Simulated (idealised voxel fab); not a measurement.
process module | voxel ribs on slabs
cross-section cut | 250 nm wide | cells 5 nm
A cross-section is a grid of square cells, given in bands from the top down. A band is one or more rows of cells.
Each band's line starts with the height of the band's top and of its bottom, in nm. Then come its materials from left to right, each with its width in nm. One material with "throughout" fills the band from edge to edge. "air" is empty space.
Height 0 is the level under which the wafer as received is all one material. The lowest band goes on downwards, as in "0 down".
A width such as "30 to 40" changes by the same amount from each row of cells to the next, from the band's top row to its bottom row.
"no change" after a step means that no cell of the cross-section changed.
closed voids: empty space of 8 cells or more with no open way to the top, each as width x height at its distance from the left edge, in nm
after a step's settings: what the simulator itself notes on the step
overlay nm, on a step with a mask: how far to the right of its planned place the mask lay; to the left if negative
plan
1 op RECEIVE | material Si
2 op DIRECTIONAL_DEP | material SiO2 | thk nm 30
3 op DIRECTIONAL_DEP | material polySi | thk nm 20
4 op PATTERN | tone cover | mask id RIB | material resist | width nm 30 | thk nm 20 | overlay nm 0
5 op DIRECTIONAL_ETCH | etch materials polySi | depth nm 5
6 op STRIP | etch materials resist
7 op MASKED_ETCH | tone cover | mask id SLAB | width nm 90 | etch materials polySi | depth nm 15 | overlay nm 0
8 op FILL_DEP | material SiO2 | thk nm 15
9 op CMP | height nm 60
10 op DIRECTIONAL_DEP | material TiN | thk nm 5
11 op DIRECTIONAL_DEP | material aC | thk nm 10
12 op PATTERN | tone cover | mask id HEATER | material resist | width nm 40 | thk nm 25 | overlay nm 0
13 op DIRECTIONAL_ETCH | etch materials aC | depth nm 10
14 op STRIP | etch materials resist
15 op DIRECTIONAL_ETCH | etch materials TiN | depth nm 5
16 op STRIP | etch materials aC
17 op CONFORMAL_DEP | material SiO2 | thk nm 10
as received, after step 1
  0 down: Si throughout
  closed voids: none
first wafer at the end, as planned
  75 to 70: air 95 | SiO2 60 | air 95
  70 to 65: SiO2 throughout
  65 to 60: SiO2 105 | TiN 40 | SiO2 105
  60 to 50: SiO2 throughout
  50 to 45: SiO2 110 | polySi 30 | SiO2 110
  45 to 30: SiO2 80 | polySi 90 | SiO2 80
  30 to 0: SiO2 throughout
  0 down: Si throughout
  closed voids: none
second wafer at the end: like start, like plan, one mistake
  80 to 75: air 90 | SiO2 70 | air 90
  75 to 65: SiO2 throughout
  65 to 60: SiO2 105 | TiN 40 | SiO2 105
  60 to 50: SiO2 throughout
  50 to 45: SiO2 110 | polySi 30 | SiO2 110
  45 to 30: SiO2 80 | polySi 90 | SiO2 80
  30 to 0: SiO2 throughout
  0 down: Si throughout
  closed voids: none
what went wrong: step 17 ran as: op CONFORMAL_DEP | material SiO2 | thk nm 15
at the end the second wafer has, in cells: 52 more of SiO2
